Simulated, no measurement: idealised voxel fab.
process module | voxel self aligned contacts
cross-section cut | 245 nm wide | cells 5 nm
A cross-section is a grid of square cells, given in bands from the top down. A band is one or more rows of cells.
Each band's line starts with the height of the band's top and of its bottom, in nm. Then come its materials from left to right, each with its width in nm. One material with "throughout" fills the band from edge to edge. "air" is empty space.
Height 0 is the level under which the wafer as received is all one material. The lowest band goes on downwards, as in "0 down".
A width such as "30 to 40" changes by the same amount from each row of cells to the next, from the band's top row to its bottom row.
"no change" after a step means that no cell of the cross-section changed.
closed voids: empty space of 8 cells or more with no open way to the top, each as width x height at its distance from the left edge, in nm
after a step's settings: what the simulator itself notes on the step
overlay nm, on a step with a mask: how far to the right of its planned place the mask lay; to the left if negative
plan
1 op RECEIVE | material Si
2 op CONFORMAL_DEP | material SiO2 | thk nm 5
3 op DIRECTIONAL_DEP | material polySi | thk nm 20
4 op DIRECTIONAL_DEP | material SiN | thk nm 25
5 op DIRECTIONAL_DEP | material aC | thk nm 10
6 op PATTERN | tone cover | mask id GATE | material resist | width nm 25 | pitch nm 70 | thk nm 30 | overlay nm 0
7 op DIRECTIONAL_ETCH | etch materials aC | depth nm 10
8 op STRIP | etch materials resist
9 op DIRECTIONAL_ETCH | etch materials SiN | depth nm 25
10 op DIRECTIONAL_ETCH | etch materials polySi | depth nm 20
11 op STRIP | etch materials aC
12 op CONFORMAL_DEP | material SiN | thk nm 10
13 op DIRECTIONAL_ETCH | etch materials SiN | depth nm 10
14 op FILL_DEP | material SiO2 | thk nm 10
15 op CMP | height nm 55
16 op MASKED_ETCH | tone open | mask id CONTACT | width nm 55 | pitch nm 70 | etch materials SiO2 | depth nm 55 | overlay nm 0
17 op CONFORMAL_DEP | material TiN | thk nm 5
18 op FILL_DEP | material W | thk nm 5
19 op CMP | height nm 55
20 op CONFORMAL_DEP | material SiCN | thk nm 5
as received, after step 1
  0 down: Si throughout
  closed voids: none
a wafer at the end: this start, this plan, one mistake
  60 to 55: SiCN throughout
  55 to 50: SiO2 60 | TiN 15 | W 15 | TiN 25 | SiO2 15 | TiN 15 | W 15 | TiN 25 | SiO2 60
  50 to 25: SiO2 25 | SiN 45 | TiN 5 | W 15 | TiN 5 | SiN 45 | TiN 5 | W 15 | TiN 5 | SiN 45 | SiO2 35
  25 to 5: SiO2 25 | SiN 10 | polySi 25 | SiN 10 | TiN 5 | W 15 | TiN 5 | SiN 10 | polySi 25 | SiN 10 | TiN 5 | W 15 | TiN 5 | SiN 10 | polySi 25 | SiN 10 | SiO2 35
  5 to 0: SiO2 70 | TiN 25 | SiO2 45 | TiN 25 | SiO2 80
  0 down: Si throughout
  closed voids: none
what went wrong: step 6 ran as: op PATTERN | tone cover | mask id GATE | material resist | width nm 25 | pitch nm 70 | thk nm 30 | overlay nm -5
